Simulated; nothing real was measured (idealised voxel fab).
Process module heading - voxel gate over fins
In the cross-section labelled cut, the width is 265 nm and each square cell is 5 nm.
For the purposes of this document, a cross-section shall be understood as a grid of square cells, specified as bands listed in top-to-bottom order, each band consisting of one or more rows of cells. The band entry comprises the height of the band's top followed by the height of its bottom, expressed in nm, and subsequently the band's materials from left to right, each stated together with its width in nm. Where a single material is marked with the word "edge to edge", that material fills the band from edge to edge. The word "air" represents empty space. Beneath 0, the wafer as received is one material, and that level is where height counting begins. The lowest band goes on downward without a bottom; it is written like "0 down". The two numbers in a width such as "30->40" mark its ends across the band: the first belongs to the top row of cells, the second to the bottom row, and from each row to the next the width moves by the same amount. Step marked "nothing was modified"? Then no cell in the cross-section changed in it. Closed-off voids of 8+ cells (no open route to the top) go in "Completely enclosed voids", written width x height at distance from the left edge, in nm. Text after the settings on a step's line: the simulator's own remark on that step. "overlay nm" answers the question of how far to the right of plan the mask lay on a step that has a mask, and when it is negative the answer is to the left.

The following list gives the planned process steps:
1. RECEIVE, material Si
2. CONFORMAL_DEP, material SiN, thk nm 10
3. DIRECTIONAL_DEP, material aC, thk nm 10
4. PATTERN, tone cover, mask id FINS, material resist, width nm 15, pitch nm 50, thk nm 30, overlay nm 0
5. DIRECTIONAL_ETCH, etch materials aC, depth nm 10
6. STRIP, etch materials resist
7. DIRECTIONAL_ETCH, etch materials SiN, depth nm 10
8. DIRECTIONAL_ETCH, etch materials Si, depth nm 40
9. STRIP, etch materials aC
10. FILL_DEP, material SiO2, thk nm 15
11. CMP, height nm 10
12. PATTERN, tone open, mask id RAIL, material resist, width nm 15, thk nm 15, overlay nm 0
13. DIRECTIONAL_ETCH, etch materials SiO2, depth nm 45
14. STRIP, etch materials resist
15. CONFORMAL_DEP, material TiN, thk nm 5
16. FILL_DEP, material W, thk nm 10
17. CMP, height nm 10
18. SELECTIVE_ETCH, etch materials W Ru TiN, depth nm 25
19. FILL_DEP, material SiO2, thk nm 5
20. CMP, height nm 10
21. SELECTIVE_ETCH, etch materials SiO2, depth nm 20
22. STRIP, etch materials SiN
23. CONFORMAL_DEP, material HfO2, thk nm 5
24. CONFORMAL_DEP, material TiN, thk nm 5
25. CONFORMAL_DEP, material TiAl, thk nm 5
26. CONFORMAL_DEP, material TiN, thk nm 5
27. FILL_DEP, material W, thk nm 10
28. CMP, height nm 25
29. CONFORMAL_DEP, material SiCN, thk nm 10

Incoming wafer, cross-sectional view, post step 1:
    0 down: Si edge to edge
    Completely enclosed voids: none

Figure: cross-sectional view of the wafer upon completion of the module, processed from the initial state and according to the plan depicted above, with one error introduced during execution:
    35 to 25: SiCN edge to edge
    25 to 20: W edge to edge
    20 to 15: W 80  TiN 105  W 80
    15 to 10: W 80  TiN 5  TiAl 45  TiN 5  TiAl 45  TiN 5  W 80
    10 to 5: TiN 85  TiAl 5  TiN 35  TiAl 5  TiN 5  TiAl 5  TiN 35  TiAl 5  TiN 85
    5 to 0: TiAl 90  TiN 5  HfO2 25  TiN 5  TiAl 15  TiN 5  HfO2 25  TiN 5  TiAl 90
    0 to -5: TiN 95  HfO2 5  Si 15  HfO2 5  TiN 25  HfO2 5  Si 15  HfO2 5  TiN 95
    -5 to -10: HfO2 100  Si 15  HfO2 35  Si 15  HfO2 100
    -10 to -15: SiO2 100  Si 15  SiO2 35  Si 15  SiO2 100
    -15 to -30: SiO2 100  Si 15  SiO2 10  TiN 5  W 5  TiN 5  SiO2 10  Si 15  SiO2 100
    -30 to -35: SiO2 100  Si 15  SiO2 10  TiN 15  SiO2 10  Si 15  SiO2 100
    -35 to -50: SiO2 100  Si 15  SiO2 35  Si 15  SiO2 100
    -50 down: Si edge to edge
    Completely enclosed voids: none
Deviation noted in wafer processing: step 8: run off-plan, actual operation and settings DIRECTIONAL_ETCH, etch materials Si, depth nm 50
